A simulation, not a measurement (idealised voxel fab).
process module | voxel released beams
cross-section cut | 145 nm wide | cells 5 nm
A cross-section is a grid of square cells, given in bands from the top down. A band is one or more rows of cells.
Each band's line starts with the height of the band's top and of its bottom, in nm. Then come its materials from left to right, each with its width in nm. One material with "throughout" fills the band from edge to edge. "air" is empty space.
Height 0 is the level under which the wafer as received is all one material. The lowest band goes on downwards, as in "0 down".
A width such as "30 to 40" changes by the same amount from each row of cells to the next, from the band's top row to its bottom row.
"no change" after a step means that no cell of the cross-section changed.
closed voids: empty space of 8 cells or more with no open way to the top, each as width x height at its distance from the left edge, in nm
after a step's settings: what the simulator itself notes on the step
overlay nm, on a step with a mask: how far to the right of its planned place the mask lay; to the left if negative
plan
1 op RECEIVE | material Si
2 op CONFORMAL_DEP | material Al2O3 | thk nm 5
3 op DIRECTIONAL_DEP | material SiO2 | thk nm 15
4 op DIRECTIONAL_DEP | material aC | thk nm 10
5 op PATTERN | tone open | mask id ANCHOR | material resist | width nm 30 | thk nm 30 | overlay nm 0
6 op DIRECTIONAL_ETCH | etch materials aC | depth nm 10
7 op STRIP | etch materials resist
8 op DIRECTIONAL_ETCH | etch materials SiO2 | depth nm 15
9 op STRIP | etch materials aC
10 op CONFORMAL_DEP | material SiN | thk nm 10
11 op DIRECTIONAL_DEP | material aC | thk nm 15
12 op PATTERN | tone cover | mask id BEAM | material resist | width nm 90 | thk nm 35 | overlay nm 0
13 op DIRECTIONAL_ETCH | etch materials aC | depth nm 15
14 op STRIP | etch materials resist
15 op DIRECTIONAL_ETCH | etch materials SiN | depth nm 10
16 op STRIP | etch materials aC
17 op STRIP | etch materials SiO2
as received, after step 1
  0 down: Si throughout
  closed voids: none
first wafer at the end, as planned
  30 to 20: air 25 | SiN 15 | air 10 | SiN 65 | air 30
  20 to 15: air 30 | SiN 10 | air 10 | SiN 10 | air 85
  15 to 5: air 30 | SiN 30 | air 85
  5 to 0: Al2O3 throughout
  0 down: Si throughout
  closed voids: none
second wafer at the end: like start, like plan, one mistake
  30 to 20: air 15 | SiN 25 | air 10 | SiN 55 | air 40
  20 to 15: air 30 | SiN 10 | air 10 | SiN 10 | air 85
  15 to 5: air 30 | SiN 30 | air 85
  5 to 0: Al2O3 throughout
  0 down: Si throughout
  closed voids: none
what went wrong: step 12 ran as: op PATTERN | tone cover | mask id BEAM | material resist | width nm 90 | thk nm 35 | overlay nm -10
at the end the second wafer has, in cells: as many of each material as the first, in other places
